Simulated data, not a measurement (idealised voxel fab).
Name of the process module below: voxel transistor to metal
This is section cut - it's 250 nm across, gridded in 5 nm square cells.
The cross-sections in this document take the form of a grid made of square cells. They are written out as bands, in order from top to bottom. Each band consists of one or more rows of cells. This entry defines a band. It first specifies the height of the band's top and the height of its bottom in nm, and then specifies the band's materials from left to right, stating each material with its width in nm. The word "all across" identifies a single material that fills the band from edge to edge, while the word "air" identifies empty space. Ref level 0: as-received wafer is one material below here. Bottom band extends down with no lower bound ("from 0 down"). So if you see something like "30..40" for the width, read it as the top row of the band sitting at the first number and the bottom row at the second, with every row in between moving by the same amount as the last. The cross-section has no changed cell in any step marked "remained unchanged". The list in "Enclosed void listing" covers empty spaces of 8 cells or more that cannot reach the top through any open way, and it gives each as width x height at distance; the distance is from the left edge, and width, height and distance are in nm. Heads up: the bit after the settings on a step's line is the simulator's remark on that step. The optional step-line setting "overlay nm" applies to steps with a mask and quantifies how far to the right of its planned location the mask lay, a negative value indicating leftward placement. Read the rest as pairs. Take the cross-section before one process step, then the cross-section after it, which shows only down to the lowest band that changed. Under the pair, find the step between them and its settings. Bear in mind that pairs may come from different runs of this module on the same starting wafer: link a pair to the pair above it only where its entry headed "Prior to step" says to.

[Prior to step]
    from 15 to 5: 25 nm air, 85 nm SiN, 30 nm air, 85 nm SiN, 25 nm air
    from 5 to 0: 25 nm SiO2, 85 nm SiN, 30 nm SiO2, 85 nm SiN, 25 nm SiO2
    from 0 to -25: 30 nm SiO2, 75 nm Si, 40 nm SiO2, 75 nm Si, 30 nm SiO2
    from -25 down: Si all across
    Enclosed void listing: none

[Cross-Section After Step]
    from 5 to 0: 25 nm SiO2, 85 nm air, 30 nm SiO2, 85 nm air, 25 nm SiO2
    Everything under 0 stays put, no change at all.
    Enclosed void listing: none
Between the two cross-sections shown above, the process step is STRIP [etch materials SiN]

Prior to step: we pick up right where the pair above leaves off, with its after cross-section.

[Cross-Section After Step]
    from 0 to -5: 20 nm SiO2, 10 nm air, 75 nm Si, 10 nm air, 20 nm SiO2, 10 nm air, 75 nm Si, 10 nm air, 20 nm SiO2
    Everything under -5 stays put, no change at all.
    Enclosed void listing: none
Between the two cross-sections shown above, the process step is SELECTIVE_ETCH [etch materials SiO2] [depth nm 5]

Prior to step: we pick up right where the pair above leaves off, with its after cross-section.

[Cross-Section After Step]
    from 0 to -5: 20 nm SiO2, 10 nm air, 75 nm SiO2, 10 nm air, 20 nm SiO2, 10 nm air, 75 nm SiO2, 10 nm air, 20 nm SiO2
    from -5 to -10: 35 nm SiO2, 65 nm Si, 50 nm SiO2, 65 nm Si, 35 nm SiO2
    Everything under -10 stays put, no change at all.
    Enclosed void listing: none
Between the two cross-sections shown above, the process step is OXIDIZE [depth nm 5]

Prior to step: we pick up right where the pair above leaves off, with its after cross-section.

[Cross-Section After Step]
    from 30 to 25: 20 nm polySi, 10 nm air, 75 nm polySi, 10 nm air, 20 nm polySi, 10 nm air, 75 nm polySi, 10 nm air, 20 nm polySi
    from 25 to 0: polySi all across
    from 0 to -5: 20 nm SiO2, 10 nm polySi, 75 nm SiO2, 10 nm polySi, 20 nm SiO2, 10 nm polySi, 75 nm SiO2, 10 nm polySi, 20 nm SiO2
    Everything under -5 stays put, no change at all.
    Enclosed void listing: none
Between the two cross-sections shown above, the process step is DIRECTIONAL_DEP [material polySi] [thk nm 30]

Prior to step: we pick up right where the pair above leaves off, with its after cross-section.

[Cross-Section After Step]
    from 45 to 40: 20 nm SiCN, 10 nm air, 75 nm SiCN, 10 nm air, 20 nm SiCN, 10 nm air, 75 nm SiCN, 10 nm air, 20 nm SiCN
    from 40 to 30: SiCN all across
    from 30 to 25: 20 nm polySi, 10 nm SiCN, 75 nm polySi, 10 nm SiCN, 20 nm polySi, 10 nm SiCN, 75 nm polySi, 10 nm SiCN, 20 nm polySi
    Everything under 25 stays put, no change at all.
    Enclosed void listing: none
Between the two cross-sections shown above, the process step is DIRECTIONAL_DEP [material SiCN] [thk nm 15]

Prior to step: we pick up right where the pair above leaves off, with its after cross-section.

[Cross-Section After Step]
    from 65 to 45: 60 nm air, 15 nm resist, 100 nm air, 15 nm resist, 60 nm air
    Everything under 45 stays put, no change at all.
    Enclosed void listing: none
Between the two cross-sections shown above, the process step is PATTERN [tone cover] [mask id GATE] [material resist] [width nm 15] [pitch nm 115] [thk nm 20] [overlay nm 0]

Prior to step: we pick up right where the pair above leaves off, with its after cross-section.

[Cross-Section After Step]
    from 65 to 45: 60 nm air, 15 nm resist, 100 nm air, 15 nm resist, 60 nm air
    from 45 to 30: 60 nm air, 15 nm SiCN, 100 nm air, 15 nm SiCN, 60 nm air
    from 30 to 25: 20 nm polySi, 10 nm air, 75 nm polySi, 10 nm air, 20 nm polySi, 10 nm air, 75 nm polySi, 10 nm air, 20 nm polySi
    Everything under 25 stays put, no change at all.
    Enclosed void listing: none
Between the two cross-sections shown above, the process step is DIRECTIONAL_ETCH [etch materials SiCN] [depth nm 25]

Prior to step: we pick up right where the pair above leaves off, with its after cross-section.

[Cross-Section After Step]
    from 65 to 45: 60 nm air, 15 nm resist, 100 nm air, 15 nm resist, 60 nm air
    from 45 to 30: 60 nm air, 15 nm SiCN, 100 nm air, 15 nm SiCN, 60 nm air
    from 30 to 0: 60 nm air, 15 nm polySi, 100 nm air, 15 nm polySi, 60 nm air
    from 0 to -5: 20 nm SiO2, 10 nm air, 75 nm SiO2, 10 nm air, 20 nm SiO2, 10 nm air, 75 nm SiO2, 10 nm air, 20 nm SiO2
    Everything under -5 stays put, no change at all.
    Enclosed void listing: none
Between the two cross-sections shown above, the process step is DIRECTIONAL_ETCH [etch materials polySi] [depth nm 40]

Prior to step: we pick up right where the pair above leaves off, with its after cross-section.

[Cross-Section After Step]
    from 45 to 30: 60 nm air, 15 nm SiCN, 100 nm air, 15 nm SiCN, 60 nm air
    Everything under 30 stays put, no change at all.
    Enclosed void listing: none
Between the two cross-sections shown above, the process step is STRIP [etch materials resist]

Prior to step: we pick up right where the pair above leaves off, with its after cross-section.

[Cross-Section After Step]
    from 50 to 45: 55 nm air, 25 nm SiN, 90 nm air, 25 nm SiN, 55 nm air
    from 45 to 30: 55 nm air, 5 nm SiN, 15 nm SiCN, 5 nm SiN, 90 nm air, 5 nm SiN, 15 nm SiCN, 5 nm SiN, 55 nm air
    from 30 to 5: 55 nm air, 5 nm SiN, 15 nm polySi, 5 nm SiN, 90 nm air, 5 nm SiN, 15 nm polySi, 5 nm SiN, 55 nm air
    from 5 to 0: 60 nm SiN, 15 nm polySi, 100 nm SiN, 15 nm polySi, 60 nm SiN
    from 0 to -5: 20 nm SiO2, 10 nm SiN, 75 nm SiO2, 10 nm SiN, 20 nm SiO2, 10 nm SiN, 75 nm SiO2, 10 nm SiN, 20 nm SiO2
    Everything under -5 stays put, no change at all.
    Enclosed void listing: none
Between the two cross-sections shown above, the process step is CONFORMAL_DEP [material SiN] [thk nm 5]

Prior to step: we pick up right where the pair above leaves off, with its after cross-section.

[Cross-Section After Step]
    from 45 to 30: 55 nm air, 5 nm SiN, 15 nm SiCN, 5 nm SiN, 90 nm air, 5 nm SiN, 15 nm SiCN, 5 nm SiN, 55 nm air
    from 30 to 0: 55 nm air, 5 nm SiN, 15 nm polySi, 5 nm SiN, 90 nm air, 5 nm SiN, 15 nm polySi, 5 nm SiN, 55 nm air
    Everything under 0 stays put, no change at all.
    Enclosed void listing: none
Between the two cross-sections shown above, the process step is DIRECTIONAL_ETCH [etch materials SiN] [depth nm 5]

Prior to step: we pick up right where the pair above leaves off, with its after cross-section.

[Cross-Section After Step]
    from 45 to 30: 55 nm air, 5 nm SiN, 15 nm SiCN, 5 nm SiN, 90 nm air, 5 nm SiN, 15 nm SiCN, 5 nm SiN, 55 nm air
    from 30 to 0: 55 nm air, 5 nm SiN, 15 nm polySi, 5 nm SiN, 90 nm air, 5 nm SiN, 15 nm polySi, 5 nm SiN, 55 nm air
    from 0 to -5: 20 nm air, 10 nm SiN, 25 nm air, 25 nm SiO2, 25 nm air, 10 nm SiN, 20 nm air, 10 nm SiN, 25 nm air, 25 nm SiO2, 25 nm air, 10 nm SiN, 20 nm air
    Everything under -5 stays put, no change at all.
    Enclosed void listing: none
Between the two cross-sections shown above, the process step is DIRECTIONAL_ETCH [etch materials SiO2] [depth nm 5]

Prior to step: we pick up right where the pair above leaves off, with its after cross-section.

[Cross-Section After Step]
    from 45 to 30: 55 nm air, 5 nm SiN, 15 nm SiCN, 5 nm SiN, 90 nm air, 5 nm SiN, 15 nm SiCN, 5 nm SiN, 55 nm air
    from 30 to 0: 55 nm air, 5 nm SiN, 15 nm polySi, 5 nm SiN, 90 nm air, 5 nm SiN, 15 nm polySi, 5 nm SiN, 55 nm air
    from 0 to -5: 20 nm air, 10 nm SiN, 25 nm air, 25 nm SiO2, 25 nm air, 10 nm SiN, 20 nm air, 10 nm SiN, 25 nm air, 25 nm SiO2, 25 nm air, 10 nm SiN, 20 nm air
    from -5 to -10: 35 nm SiO2, 20 nm air, 25 nm Si, 20 nm air, 50 nm SiO2, 20 nm air, 25 nm Si, 20 nm air, 35 nm SiO2
    from -10 to -15: 30 nm SiO2, 5 nm Si, 20 nm air, 25 nm Si, 20 nm air, 5 nm Si, 40 nm SiO2, 5 nm Si, 20 nm air, 25 nm Si, 20 nm air, 5 nm Si, 30 nm SiO2
    Everything under -15 stays put, no change at all.
    Enclosed void listing: none
Between the two cross-sections shown above, the process step is DIRECTIONAL_ETCH [etch materials Si] [depth nm 10]

Prior to step: we pick up right where the pair above leaves off, with its after cross-section.

[Cross-Section After Step]
    from 45 to 30: 55 nm air, 5 nm SiN, 15 nm SiCN, 5 nm SiN, 90 nm air, 5 nm SiN, 15 nm SiCN, 5 nm SiN, 55 nm air
    from 30 to 5: 55 nm air, 5 nm SiN, 15 nm polySi, 5 nm SiN, 90 nm air, 5 nm SiN, 15 nm polySi, 5 nm SiN, 55 nm air
    from 5 to 0: 45 nm air, 10 nm nSi, 5 nm SiN, 15 nm polySi, 5 nm SiN, 10 nm nSi, 70 nm air, 10 nm nSi, 5 nm SiN, 15 nm polySi, 5 nm SiN, 10 nm nSi, 45 nm air
    from 0 to -5: 20 nm air, 10 nm SiN, 25 nm nSi, 25 nm SiO2, 25 nm nSi, 10 nm SiN, 20 nm air, 10 nm SiN, 25 nm nSi, 25 nm SiO2, 25 nm nSi, 10 nm SiN, 20 nm air
    from -5 to -10: 35 nm SiO2, 20 nm nSi, 25 nm Si, 20 nm nSi, 50 nm SiO2, 20 nm nSi, 25 nm Si, 20 nm nSi, 35 nm SiO2
    from -10 to -15: 30 nm SiO2, 5 nm Si, 20 nm nSi, 25 nm Si, 20 nm nSi, 5 nm Si, 40 nm SiO2, 5 nm Si, 20 nm nSi, 25 nm Si, 20 nm nSi, 5 nm Si, 30 nm SiO2
    Everything under -15 stays put, no change at all.
    Enclosed void listing: none
Between the two cross-sections shown above, the process step is EPI [material nSi] [thk nm 10]

Prior to step: we pick up right where the pair above leaves off, with its after cross-section.

[Cross-Section After Step]
    from 55 to 45: SiO2 all across
    from 45 to 30: 55 nm SiO2, 5 nm SiN, 15 nm SiCN, 5 nm SiN, 90 nm SiO2, 5 nm SiN, 15 nm SiCN, 5 nm SiN, 55 nm SiO2
    from 30 to 5: 55 nm SiO2, 5 nm SiN, 15 nm polySi, 5 nm SiN, 90 nm SiO2, 5 nm SiN, 15 nm polySi, 5 nm SiN, 55 nm SiO2
    from 5 to 0: 45 nm SiO2, 10 nm nSi, 5 nm SiN, 15 nm polySi, 5 nm SiN, 10 nm nSi, 70 nm SiO2, 10 nm nSi, 5 nm SiN, 15 nm polySi, 5 nm SiN, 10 nm nSi, 45 nm SiO2
    from 0 to -5: 20 nm SiO2, 10 nm SiN, 25 nm nSi, 25 nm SiO2, 25 nm nSi, 10 nm SiN, 20 nm SiO2, 10 nm SiN, 25 nm nSi, 25 nm SiO2, 25 nm nSi, 10 nm SiN, 20 nm SiO2
    Everything under -5 stays put, no change at all.
    Enclosed void listing: none
Between the two cross-sections shown above, the process step is FILL_DEP [material SiO2] [thk nm 10]

Prior to step: we pick up right where the pair above leaves off, with its after cross-section.

[Cross-Section After Step]
    from 45 to 30: 55 nm SiO2, 5 nm SiN, 15 nm SiCN, 5 nm SiN, 90 nm SiO2, 5 nm SiN, 15 nm SiCN, 5 nm SiN, 55 nm SiO2
    Everything under 30 stays put, no change at all.
    Enclosed void listing: none
Between the two cross-sections shown above, the process step is CMP [height nm 45]

Prior to step: we pick up right where the pair above leaves off, with its after cross-section.

[Cross-Section After Step]
    from 60 to 45: SiO2 all across
    Everything under 45 stays put, no change at all.
    Enclosed void listing: none
Between the two cross-sections shown above, the process step is DIRECTIONAL_DEP [material SiO2] [thk nm 15]

Prior to step: we pick up right where the pair above leaves off, with its after cross-section.

[Cross-Section After Step]
    from 75 to 60: 30 nm resist, 15 nm air, 45 nm resist, 15 nm air, 40 nm resist, 15 nm air, 45 nm resist, 15 nm air, 30 nm resist
    Everything under 60 stays put, no change at all.
    Enclosed void listing: none
Between the two cross-sections shown above, the process step is PATTERN [tone open] [mask id CONTACT] [material resist] [width nm 15] [thk nm 15] [overlay nm 0]

Prior to step: we pick up right where the pair above leaves off, with its after cross-section.

[Cross-Section After Step]
    from 75 to 60: 30 nm resist, 15 nm air, 45 nm resist, 15 nm air, 40 nm resist, 15 nm air, 45 nm resist, 15 nm air, 30 nm resist
    from 60 to 45: 30 nm SiO2, 15 nm air, 45 nm SiO2, 15 nm air, 40 nm SiO2, 15 nm air, 45 nm SiO2, 15 nm air, 30 nm SiO2
    from 45 to 30: 30 nm SiO2, 15 nm air, 10 nm SiO2, 5 nm SiN, 15 nm SiCN, 5 nm SiN, 10 nm SiO2, 15 nm air, 40 nm SiO2, 15 nm air, 10 nm SiO2, 5 nm SiN, 15 nm SiCN, 5 nm SiN, 10 nm SiO2, 15 nm air, 30 nm SiO2
    from 30 to 5: 30 nm SiO2, 15 nm air, 10 nm SiO2, 5 nm SiN, 15 nm polySi, 5 nm SiN, 10 nm SiO2, 15 nm air, 40 nm SiO2, 15 nm air, 10 nm SiO2, 5 nm SiN, 15 nm polySi, 5 nm SiN, 10 nm SiO2, 15 nm air, 30 nm SiO2
    from 5 to 0: 30 nm SiO2, 15 nm air, 10 nm nSi, 5 nm SiN, 15 nm polySi, 5 nm SiN, 10 nm nSi, 15 nm air, 40 nm SiO2, 15 nm air, 10 nm nSi, 5 nm SiN, 15 nm polySi, 5 nm SiN, 10 nm nSi, 15 nm air, 30 nm SiO2
    Everything under 0 stays put, no change at all.
    Enclosed void listing: none
Between the two cross-sections shown above, the process step is DIRECTIONAL_ETCH [etch materials SiO2] [depth nm 65]

Prior to step: we pick up right where the pair above leaves off, with its after cross-section.

[Cross-Section After Step]
    from 60 to 45: 30 nm SiO2, 15 nm air, 45 nm SiO2, 15 nm air, 40 nm SiO2, 15 nm air, 45 nm SiO2, 15 nm air, 30 nm SiO2
    Everything under 45 stays put, no change at all.
    Enclosed void listing: none
Between the two cross-sections shown above, the process step is STRIP [etch materials resist]

Prior to step: we pick up right where the pair above leaves off, with its after cross-section.

[Cross-Section After Step]
    from 65 to 60: 35 nm TiN, 5 nm air, 55 nm TiN, 5 nm air, 50 nm TiN, 5 nm air, 55 nm TiN, 5 nm air, 35 nm TiN
    from 60 to 45: 30 nm SiO2, 5 nm TiN, 5 nm air, 5 nm TiN, 45 nm SiO2, 5 nm TiN, 5 nm air, 5 nm TiN, 40 nm SiO2, 5 nm TiN, 5 nm air, 5 nm TiN, 45 nm SiO2, 5 nm TiN, 5 nm air, 5 nm TiN, 30 nm SiO2
    from 45 to 30: 30 nm SiO2, 5 nm TiN, 5 nm air, 5 nm TiN, 10 nm SiO2, 5 nm SiN, 15 nm SiCN, 5 nm SiN, 10 nm SiO2, 5 nm TiN, 5 nm air, 5 nm TiN, 40 nm SiO2, 5 nm TiN, 5 nm air, 5 nm TiN, 10 nm SiO2, 5 nm SiN, 15 nm SiCN, 5 nm SiN, 10 nm SiO2, 5 nm TiN, 5 nm air, 5 nm TiN, 30 nm SiO2
    from 30 to 5: 30 nm SiO2, 5 nm TiN, 5 nm air, 5 nm TiN, 10 nm SiO2, 5 nm SiN, 15 nm polySi, 5 nm SiN, 10 nm SiO2, 5 nm TiN, 5 nm air, 5 nm TiN, 40 nm SiO2, 5 nm TiN, 5 nm air, 5 nm TiN, 10 nm SiO2, 5 nm SiN, 15 nm polySi, 5 nm SiN, 10 nm SiO2, 5 nm TiN, 5 nm air, 5 nm TiN, 30 nm SiO2
    from 5 to 0: 30 nm SiO2, 15 nm TiN, 10 nm nSi, 5 nm SiN, 15 nm polySi, 5 nm SiN, 10 nm nSi, 15 nm TiN, 40 nm SiO2, 15 nm TiN, 10 nm nSi, 5 nm SiN, 15 nm polySi, 5 nm SiN, 10 nm nSi, 15 nm TiN, 30 nm SiO2
    Everything under 0 stays put, no change at all.
    Enclosed void listing: none
Between the two cross-sections shown above, the process step is CONFORMAL_DEP [material TiN] [thk nm 5]

Prior to step: we pick up right where the pair above leaves off, with its after cross-section.

[Cross-Section After Step]
    from 70 to 65: W all across
    from 65 to 60: 35 nm TiN, 5 nm W, 55 nm TiN, 5 nm W, 50 nm TiN, 5 nm W, 55 nm TiN, 5 nm W, 35 nm TiN
    from 60 to 45: 30 nm SiO2, 5 nm TiN, 5 nm W, 5 nm TiN, 45 nm SiO2, 5 nm TiN, 5 nm W, 5 nm TiN, 40 nm SiO2, 5 nm TiN, 5 nm W, 5 nm TiN, 45 nm SiO2, 5 nm TiN, 5 nm W, 5 nm TiN, 30 nm SiO2
    from 45 to 30: 30 nm SiO2, 5 nm TiN, 5 nm W, 5 nm TiN, 10 nm SiO2, 5 nm SiN, 15 nm SiCN, 5 nm SiN, 10 nm SiO2, 5 nm TiN, 5 nm W, 5 nm TiN, 40 nm SiO2, 5 nm TiN, 5 nm W, 5 nm TiN, 10 nm SiO2, 5 nm SiN, 15 nm SiCN, 5 nm SiN, 10 nm SiO2, 5 nm TiN, 5 nm W, 5 nm TiN, 30 nm SiO2
    from 30 to 5: 30 nm SiO2, 5 nm TiN, 5 nm W, 5 nm TiN, 10 nm SiO2, 5 nm SiN, 15 nm polySi, 5 nm SiN, 10 nm SiO2, 5 nm TiN, 5 nm W, 5 nm TiN, 40 nm SiO2, 5 nm TiN, 5 nm W, 5 nm TiN, 10 nm SiO2, 5 nm SiN, 15 nm polySi, 5 nm SiN, 10 nm SiO2, 5 nm TiN, 5 nm W, 5 nm TiN, 30 nm SiO2
    Everything under 5 stays put, no change at all.
    Enclosed void listing: none
Between the two cross-sections shown above, the process step is FILL_DEP [material W] [thk nm 5]

Prior to step: we pick up right where the pair above leaves off, with its after cross-section.

[Cross-Section After Step]
    from 60 to 45: 30 nm SiO2, 5 nm TiN, 5 nm W, 5 nm TiN, 45 nm SiO2, 5 nm TiN, 5 nm W, 5 nm TiN, 40 nm SiO2, 5 nm TiN, 5 nm W, 5 nm TiN, 45 nm SiO2, 5 nm TiN, 5 nm W, 5 nm TiN, 30 nm SiO2
    Everything under 45 stays put, no change at all.
    Enclosed void listing: none
Between the two cross-sections shown above, the process step is CMP [height nm 60]

Prior to step: we pick up right where the pair above leaves off, with its after cross-section.

[Cross-Section After Step]
    from 65 to 60: TiN all across
    Everything under 60 stays put, no change at all.
    Enclosed void listing: none
Between the two cross-sections shown above, the process step is DIRECTIONAL_DEP [material TiN] [thk nm 5]

Prior to step: we pick up right where the pair above leaves off, with its after cross-section.

[Cross-Section After Step]
    from 80 to 65: W all across
    Everything under 65 stays put, no change at all.
    Enclosed void listing: none
Between the two cross-sections shown above, the process step is DIRECTIONAL_DEP [material W] [thk nm 15]

Prior to step: we pick up right where the pair above leaves off, with its after cross-section.

[Cross-Section After Step]
    from 90 to 80: aC all across
    Everything under 80 stays put, no change at all.
    Enclosed void listing: none
Between the two cross-sections shown above, the process step is DIRECTIONAL_DEP [material aC] [thk nm 10]

Prior to step: we pick up right where the pair above leaves off, with its after cross-section.

[Cross-Section After Step]
    from 115 to 90: 30 nm air, 15 nm resist, 45 nm air, 15 nm resist, 40 nm air, 15 nm resist, 45 nm air, 15 nm resist, 30 nm air
    Everything under 90 stays put, no change at all.
    Enclosed void listing: none
Between the two cross-sections shown above, the process step is PATTERN [tone cover] [mask id METAL_1] [material resist] [width nm 15] [thk nm 25] [overlay nm 0]

Prior to step: we pick up right where the pair above leaves off, with its after cross-section.

[Cross-Section After Step]
    from 105 to 90: 30 nm air, 15 nm resist, 45 nm air, 15 nm resist, 40 nm air, 15 nm resist, 45 nm air, 15 nm resist, 30 nm air
    from 90 to 80: 30 nm air, 15 nm aC, 45 nm air, 15 nm aC, 40 nm air, 15 nm aC, 45 nm air, 15 nm aC, 30 nm air
    Everything under 80 stays put, no change at all.
    Enclosed void listing: none
Between the two cross-sections shown above, the process step is DIRECTIONAL_ETCH [etch materials aC] [depth nm 10]

Prior to step: we pick up right where the pair above leaves off, with its after cross-section.

[Cross-Section After Step]
    from 90 to 80: 30 nm air, 15 nm aC, 45 nm air, 15 nm aC, 40 nm air, 15 nm aC, 45 nm air, 15 nm aC, 30 nm air
    Everything under 80 stays put, no change at all.
    Enclosed void listing: none
Between the two cross-sections shown above, the process step is STRIP [etch materials resist]

Prior to step: we pick up right where the pair above leaves off, with its after cross-section.

[Cross-Section After Step]
    from 90 to 80: 30 nm air, 15 nm aC, 45 nm air, 15 nm aC, 40 nm air, 15 nm aC, 45 nm air, 15 nm aC, 30 nm air
    from 80 to 65: 30 nm air, 15 nm W, 45 nm air, 15 nm W, 40 nm air, 15 nm W, 45 nm air, 15 nm W, 30 nm air
    Everything under 65 stays put, no change at all.
    Enclosed void listing: none
Between the two cross-sections shown above, the process step is DIRECTIONAL_ETCH [etch materials W] [depth nm 15]

Prior to step: we pick up right where the pair above leaves off, with its after cross-section.

[Cross-Section After Step]
    from 90 to 80: 30 nm air, 15 nm aC, 45 nm air, 15 nm aC, 40 nm air, 15 nm aC, 45 nm air, 15 nm aC, 30 nm air
    from 80 to 65: 30 nm air, 15 nm W, 45 nm air, 15 nm W, 40 nm air, 15 nm W, 45 nm air, 15 nm W, 30 nm air
    from 65 to 60: 30 nm air, 15 nm TiN, 45 nm air, 15 nm TiN, 40 nm air, 15 nm TiN, 45 nm air, 15 nm TiN, 30 nm air
    Everything under 60 stays put, no change at all.
    Enclosed void listing: none
Between the two cross-sections shown above, the process step is DIRECTIONAL_ETCH [etch materials TiN] [depth nm 5]

Prior to step: we pick up right where the pair above leaves off, with its after cross-section.

[Cross-Section After Step]
    from 80 to 65: 30 nm air, 15 nm W, 45 nm air, 15 nm W, 40 nm air, 15 nm W, 45 nm air, 15 nm W, 30 nm air
    Everything under 65 stays put, no change at all.
    Enclosed void listing: none
Between the two cross-sections shown above, the process step is STRIP [etch materials aC]

Prior to step: we pick up right where the pair above leaves off, with its after cross-section.

[Cross-Section After Step]
    from 85 to 80: 25 nm air, 25 nm SiCN, 35 nm air, 25 nm SiCN, 30 nm air, 25 nm SiCN, 35 nm air, 25 nm SiCN, 25 nm air
    from 80 to 65: 25 nm air, 5 nm SiCN, 15 nm W, 5 nm SiCN, 35 nm air, 5 nm SiCN, 15 nm W, 5 nm SiCN, 30 nm air, 5 nm SiCN, 15 nm W, 5 nm SiCN, 35 nm air, 5 nm SiCN, 15 nm W, 5 nm SiCN, 25 nm air
    from 65 to 60: 30 nm SiCN, 15 nm TiN, 45 nm SiCN, 15 nm TiN, 40 nm SiCN, 15 nm TiN, 45 nm SiCN, 15 nm TiN, 30 nm SiCN
    Everything under 60 stays put, no change at all.
    Enclosed void listing: none
Between the two cross-sections shown above, the process step is CONFORMAL_DEP [material SiCN] [thk nm 5]

Prior to step: we pick up right where the pair above leaves off, with its after cross-section.

[Cross-Section After Step]
    from 95 to 85: lowk all across
    from 85 to 80: 25 nm lowk, 25 nm SiCN, 35 nm lowk, 25 nm SiCN, 30 nm lowk, 25 nm SiCN, 35 nm lowk, 25 nm SiCN, 25 nm lowk
    from 80 to 65: 25 nm lowk, 5 nm SiCN, 15 nm W, 5 nm SiCN, 35 nm lowk, 5 nm SiCN, 15 nm W, 5 nm SiCN, 30 nm lowk, 5 nm SiCN, 15 nm W, 5 nm SiCN, 35 nm lowk, 5 nm SiCN, 15 nm W, 5 nm SiCN, 25 nm lowk
    Everything under 65 stays put, no change at all.
    Enclosed void listing: none
Between the two cross-sections shown above, the process step is FILL_DEP [material lowk] [thk nm 10]

Prior to step: we pick up right where the pair above leaves off, with its after cross-section.

[Cross-Section After Step]
    from 80 to 65: 25 nm lowk, 5 nm SiCN, 15 nm W, 5 nm SiCN, 35 nm lowk, 5 nm SiCN, 15 nm W, 5 nm SiCN, 30 nm lowk, 5 nm SiCN, 15 nm W, 5 nm SiCN, 35 nm lowk, 5 nm SiCN, 15 nm W, 5 nm SiCN, 25 nm lowk
    Everything under 65 stays put, no change at all.
    Enclosed void listing: none
Between the two cross-sections shown above, the process step is CMP [height nm 80]

Prior to step: we pick up right where the pair above leaves off, with its after cross-section.

[Cross-Section After Step]
    from 85 to 80: SiCN all across
    Everything under 80 stays put, no change at all.
    Enclosed void listing: none
Between the two cross-sections shown above, the process step is CONFORMAL_DEP [material SiCN] [thk nm 5]

[Prior to step]
    from 45 to 30: SiCN all across
    from 30 to 0: polySi all across
    from 0 to -5: SiO2 all across
    from -5 to -25: 30 nm SiO2, 75 nm Si, 40 nm SiO2, 75 nm Si, 30 nm SiO2
    from -25 down: Si all across
    Enclosed void listing: none

[Cross-Section After Step]
    from 60 to 30: SiCN all across
    Everything under 30 stays put, no change at all.
    Enclosed void listing: none
Between the two cross-sections shown above, the process step is DIRECTIONAL_DEP [material SiCN] [thk nm 15]

Prior to step: we pick up right where the pair above leaves off, with its after cross-section.

[Cross-Section After Step]
    from 80 to 60: 60 nm air, 15 nm resist, 100 nm air, 15 nm resist, 60 nm air
    Everything under 60 stays put, no change at all.
    Enclosed void listing: none
Between the two cross-sections shown above, the process step is PATTERN [tone cover] [mask id GATE] [material resist] [width nm 15] [pitch nm 115] [thk nm 20] [overlay nm 0]

Prior to step: we pick up right where the pair above leaves off, with its after cross-section.

[Cross-Section After Step]
    from 80 to 60: 60 nm air, 15 nm resist, 100 nm air, 15 nm resist, 60 nm air
    from 60 to 35: 60 nm air, 15 nm SiCN, 100 nm air, 15 nm SiCN, 60 nm air
    Everything under 35 stays put, no change at all.
    Enclosed void listing: none
Between the two cross-sections shown above, the process step is DIRECTIONAL_ETCH [etch materials SiCN] [depth nm 25]

Prior to step: we pick up right where the pair above leaves off, with its after cross-section.

[Cross-Section After Step]
    from 60 to 35: 60 nm air, 15 nm SiCN, 100 nm air, 15 nm SiCN, 60 nm air
    Everything under 35 stays put, no change at all.
    Enclosed void listing: none
Between the two cross-sections shown above, the process step is STRIP [etch materials resist]

Prior to step: we pick up right where the pair above leaves off, with its after cross-section.

[Cross-Section After Step]
    from 65 to 60: 55 nm air, 25 nm SiN, 90 nm air, 25 nm SiN, 55 nm air
    from 60 to 40: 55 nm air, 5 nm SiN, 15 nm SiCN, 5 nm SiN, 90 nm air, 5 nm SiN, 15 nm SiCN, 5 nm SiN, 55 nm air
    from 40 to 35: 60 nm SiN, 15 nm SiCN, 100 nm SiN, 15 nm SiCN, 60 nm SiN
    Everything under 35 stays put, no change at all.
    Enclosed void listing: none
Between the two cross-sections shown above, the process step is CONFORMAL_DEP [material SiN] [thk nm 5]

Prior to step: we pick up right where the pair above leaves off, with its after cross-section.

[Cross-Section After Step]
    from 60 to 35: 55 nm air, 5 nm SiN, 15 nm SiCN, 5 nm SiN, 90 nm air, 5 nm SiN, 15 nm SiCN, 5 nm SiN, 55 nm air
    Everything under 35 stays put, no change at all.
    Enclosed void listing: none
Between the two cross-sections shown above, the process step is DIRECTIONAL_ETCH [etch materials SiN] [depth nm 5]

Prior to step: we pick up right where the pair above leaves off, with its after cross-section.

[Cross-Section After Step]
    from 70 to 60: SiO2 all across
    from 60 to 35: 55 nm SiO2, 5 nm SiN, 15 nm SiCN, 5 nm SiN, 90 nm SiO2, 5 nm SiN, 15 nm SiCN, 5 nm SiN, 55 nm SiO2
    Everything under 35 stays put, no change at all.
    Enclosed void listing: none
Between the two cross-sections shown above, the process step is FILL_DEP [material SiO2] [thk nm 10]

Prior to step: we pick up right where the pair above leaves off, with its after cross-section.

[Cross-Section After Step]
    from 45 to 35: 55 nm SiO2, 5 nm SiN, 15 nm SiCN, 5 nm SiN, 90 nm SiO2, 5 nm SiN, 15 nm SiCN, 5 nm SiN, 55 nm SiO2
    Everything under 35 stays put, no change at all.
    Enclosed void listing: none
Between the two cross-sections shown above, the process step is CMP [height nm 45]

Prior to step: we pick up right where the pair above leaves off, with its after cross-section.

[Cross-Section After Step]
    from 60 to 45: SiO2 all across
    Everything under 45 stays put, no change at all.
    Enclosed void listing: none
Between the two cross-sections shown above, the process step is DIRECTIONAL_DEP [material SiO2] [thk nm 15]

Prior to step: we pick up right where the pair above leaves off, with its after cross-section.

[Cross-Section After Step]
    from 75 to 60: 30 nm resist, 15 nm air, 45 nm resist, 15 nm air, 40 nm resist, 15 nm air, 45 nm resist, 15 nm air, 30 nm resist
    Everything under 60 stays put, no change at all.
    Enclosed void listing: none
Between the two cross-sections shown above, the process step is PATTERN [tone open] [mask id CONTACT] [material resist] [width nm 15] [thk nm 15] [overlay nm 0]
